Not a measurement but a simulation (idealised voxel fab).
Process module heading - voxel transistor to metal
Cross-section cut spans 185 nm and uses square cells 5 nm in size.
In this document a cross-section is written as a grid of square cells. It is given as a series of bands, listed from the top down, and a band is one or more rows of cells. Quick guide to a band line: top height, bottom height (nm) up front; then every material left to right with its width in nm. Only one material and it's marked "full width"? Then it fills the band edge to edge. And "blank" just means empty space. Height reference: 0 = level under which incoming wafer is all one material. Lowest band: no bottom, runs on downward, e.g. "z 0 and below". The width entry "30 to 40" should be interpreted row by row: the top row of cells in the band takes the first number, the bottom row takes the second number, and the change between adjacent rows is uniform throughout. What does "changes: none" mean for a step? It means no cell of the cross-section changed in that step. "Enclosed void listing" specifies each empty space that is not open to the top and that occupies no fewer than 8 cells, using the form width x height at distance, the distance measured from the left edge and all three quantities in nm. On each step's line, the part that comes after the settings is the simulator's own comment on the step. A step's line can hold "overlay nm"; with a mask on that step, the setting says how far right of the planned place the mask lay, while a negative setting says it lay to the left.
[Planned process steps]
step 1: op RECEIVE | material Si
step 2: op CONFORMAL_DEP | material SiO2 | thk nm 5
step 3: op CONFORMAL_DEP | material SiN | thk nm 10
step 4: op MASKED_ETCH | tone cover | mask id ACTIVE | width nm 120 | etch materials SiN | depth nm 10 | overlay nm 0
step 5: op MASKED_ETCH | tone cover | mask id ACTIVE | width nm 120 | etch materials SiO2 | depth nm 5 | overlay nm 0
step 6: op MASKED_ETCH | tone cover | mask id ACTIVE | width nm 120 | etch materials Si | depth nm 20 | overlay nm 0
step 7: op OXIDIZE | depth nm 5
step 8: op FILL_DEP | material SiO2 | thk nm 5
step 9: op CMP | height nm 15
step 10: op SELECTIVE_ETCH | etch materials SiO2 | depth nm 10
step 11: op STRIP | etch materials SiN
step 12: op SELECTIVE_ETCH | etch materials SiO2 | depth nm 5
step 13: op OXIDIZE | depth nm 5
step 14: op DIRECTIONAL_DEP | material polySi | thk nm 25
step 15: op DIRECTIONAL_DEP | material SiCN | thk nm 10
step 16: op MASKED_ETCH | tone cover | mask id GATE | width nm 30 | etch materials SiCN | depth nm 20 | overlay nm 0
step 17: op MASKED_ETCH | tone cover | mask id GATE | width nm 30 | etch materials polySi | depth nm 35 | overlay nm 0
step 18: op CONFORMAL_DEP | material SiO2 | thk nm 5
step 19: op DIRECTIONAL_ETCH | etch materials SiO2 | depth nm 5
step 20: op CONFORMAL_DEP | material SiN | thk nm 5
step 21: op DIRECTIONAL_ETCH | etch materials SiN | depth nm 5
step 22: op DIRECTIONAL_ETCH | etch materials SiO2 | depth nm 5
step 23: op DIRECTIONAL_ETCH | etch materials Si | depth nm 15
step 24: op EPI | material SiGe | thk nm 20
step 25: op FILL_DEP | material SiO2 | thk nm 10
step 26: op CMP | height nm 25
step 27: op STRIP | etch materials polySi
step 28: op SELECTIVE_ETCH | etch materials SiO2 | depth nm 5
step 29: op CONFORMAL_DEP | material HfO2 | thk nm 5
step 30: op CONFORMAL_DEP | material TiN | thk nm 5
step 31: op FILL_DEP | material W | thk nm 10
step 32: op CMP | height nm 20
step 33: op DIRECTIONAL_DEP | material SiO2 | thk nm 10
step 34: op DIRECTIONAL_DEP | material aC | thk nm 10
step 35: op PATTERN | tone open | mask id CONTACT | material resist | width nm 20 | pitch nm 90 | thk nm 25 | overlay nm 0
step 36: op DIRECTIONAL_ETCH | etch materials aC | depth nm 10
step 37: op STRIP | etch materials resist
step 38: op DIRECTIONAL_ETCH | etch materials SiO2 | depth nm 30
step 39: op STRIP | etch materials aC
step 40: op CONFORMAL_DEP | material TiN | thk nm 5
step 41: op FILL_DEP | material Ru | thk nm 5
step 42: op CMP | height nm 30
step 43: op CONFORMAL_DEP | material SiCN | thk nm 5
step 44: op DIRECTIONAL_DEP | material lowk | thk nm 25
step 45: op DIRECTIONAL_DEP | material aC | thk nm 15
step 46: op PATTERN | tone open | mask id METAL_1 | material resist | width nm 20 | pitch nm 90 | thk nm 35 | overlay nm 0
step 47: op DIRECTIONAL_ETCH | etch materials aC | depth nm 15
step 48: op STRIP | etch materials resist
step 49: op DIRECTIONAL_ETCH | etch materials lowk | depth nm 25
step 50: op DIRECTIONAL_ETCH | etch materials SiCN | depth nm 5
step 51: op STRIP | etch materials aC
step 52: op CONFORMAL_DEP | material TiN | thk nm 5
step 53: op FILL_DEP | material Ru | thk nm 5
step 54: op CMP | height nm 60
step 55: op CONFORMAL_DEP | material SiCN | thk nm 5
[Wafer cross-section on receipt, i.e. after step 1]
z 0 and below  Si full width
Enclosed void listing: none
[Post-module cross-section of the first of two wafers (run per plan)]
z 65 to 60  SiCN full width
z 60 to 35  lowk (35) | TiN (5) | Ru (10) | TiN (5) | lowk (70) | TiN (5) | Ru (10) | TiN (5) | lowk (40)
z 35 to 30  SiCN (35) | TiN (20) | SiCN (70) | TiN (20) | SiCN (40)
z 30 to 20  SiO2 (35) | TiN (5) | Ru (10) | TiN (5) | SiO2 (70) | TiN (5) | Ru (10) | TiN (5) | SiO2 (40)
z 20 to 15  SiO2 (35) | TiN (20) | SiO2 (10) | SiN (5) | HfO2 (5) | TiN (5) | W (20) | TiN (5) | HfO2 (5) | SiN (5) | SiO2 (10) | TiN (20) | SiO2 (40)
z 15 to 5  SiO2 (35) | TiN (10) | SiGe (20) | SiN (5) | HfO2 (5) | TiN (5) | W (20) | TiN (5) | HfO2 (5) | SiN (5) | SiGe (20) | TiN (10) | SiO2 (40)
z 5 to 0  SiO2 (35) | TiN (10) | SiGe (20) | SiN (5) | HfO2 (5) | TiN (30) | HfO2 (5) | SiN (5) | SiGe (20) | TiN (10) | SiO2 (40)
z 0 to -5  SiO2 (30) | SiGe (35) | SiO2 (5) | HfO2 (40) | SiO2 (5) | SiGe (35) | SiO2 (35)
z -5 to -20  SiO2 (35) | SiGe (30) | Si (50) | SiGe (30) | SiO2 (40)
z -20 to -25  SiO2 (35) | Si (110) | SiO2 (40)
z -25 and below  Si full width
Enclosed void listing: none
[What the second wafer looks like in cross-section once the module is done. Its start and its plan matched the first wafer's exactly; what differed was one mistake in how it was run]
z 65 to 60  SiCN full width
z 60 to 35  lowk (35) | TiN (5) | Ru (10) | TiN (5) | lowk (70) | TiN (5) | Ru (10) | TiN (5) | lowk (40)
z 35 to 30  SiCN (35) | TiN (20) | SiCN (70) | TiN (20) | SiCN (40)
z 30 to 20  SiO2 (40) | TiN (5) | Ru (10) | TiN (5) | SiO2 (70) | TiN (5) | Ru (10) | TiN (5) | SiO2 (35)
z 20 to 15  SiO2 (40) | TiN (20) | SiO2 (5) | SiN (5) | HfO2 (5) | TiN (5) | W (20) | TiN (5) | HfO2 (5) | SiN (5) | SiO2 (15) | TiN (10) | Ru (5) | TiN (5) | SiO2 (35)
z 15 to 5  SiO2 (40) | TiN (5) | SiGe (20) | SiN (5) | HfO2 (5) | TiN (5) | W (20) | TiN (5) | HfO2 (5) | SiN (5) | SiGe (20) | TiN (5) | Ru (5) | TiN (5) | SiO2 (35)
z 5 to 0  SiO2 (40) | TiN (5) | SiGe (20) | SiN (5) | HfO2 (5) | TiN (30) | HfO2 (5) | SiN (5) | SiGe (20) | TiN (15) | SiO2 (35)
z 0 to -5  SiO2 (30) | SiGe (35) | SiO2 (5) | HfO2 (40) | SiO2 (5) | SiGe (35) | SiO2 (35)
z -5 to -20  SiO2 (35) | SiGe (30) | Si (50) | SiGe (30) | SiO2 (40)
z -20 to -25  SiO2 (35) | Si (110) | SiO2 (40)
z -25 and below  Si full width
Enclosed void listing: none
Where did the run depart from the plan? step 35 ran as: op PATTERN | tone open | mask id CONTACT | material resist | width nm 20 | pitch nm 90 | thk nm 25 | overlay nm 5
Heads up, by the end the second wafer has more or fewer cells of some materials compared to the first: Ru +3, TiN -3
